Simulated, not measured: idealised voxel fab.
process module | voxel spacer lines
cross-section cut | 155 nm wide | cells 5 nm
A cross-section is a grid of square cells, given in bands from the top down. A band is one or more rows of cells.
Each band's line starts with the height of the band's top and of its bottom, in nm. Then come its materials from left to right, each with its width in nm. One material with "throughout" fills the band from edge to edge. "air" is empty space.
Height 0 is the level under which the wafer as received is all one material. The lowest band goes on downwards, as in "0 down".
A width such as "30 to 40" changes by the same amount from each row of cells to the next, from the band's top row to its bottom row.
"no change" after a step means that no cell of the cross-section changed.
closed voids: empty space of 8 cells or more with no open way to the top, each as width x height at its distance from the left edge, in nm
after a step's settings: what the simulator itself notes on the step
overlay nm, on a step with a mask: how far to the right of its planned place the mask lay; to the left if negative
plan
1 op RECEIVE | material Si
2 op CONFORMAL_DEP | material Al2O3 | thk nm 5
3 op DIRECTIONAL_DEP | material W | thk nm 20
4 op DIRECTIONAL_DEP | material polySi | thk nm 25
5 op PATTERN | tone cover | mask id MANDREL | material resist | width nm 15 | pitch nm 50 | thk nm 30 | overlay nm 0
6 op DIRECTIONAL_ETCH | etch materials polySi | depth nm 25
7 op STRIP | etch materials resist
8 op CONFORMAL_DEP | material SiO2 | thk nm 10
9 op DIRECTIONAL_ETCH | etch materials SiO2 | depth nm 10
10 op STRIP | etch materials polySi
11 op DIRECTIONAL_ETCH | etch materials W | depth nm 20
12 op STRIP | etch materials SiO2
13 op FILL_DEP | material SiO2 | thk nm 5
14 op CMP | height nm 25
as received, after step 1
  0 down: Si throughout
  closed voids: none
a wafer at the end: this start, this plan, one mistake
  25 to 20: Al2O3 throughout
  20 to 0: W throughout
  0 down: Si throughout
  closed voids: none
what went wrong: steps 2 and 3 were swapped
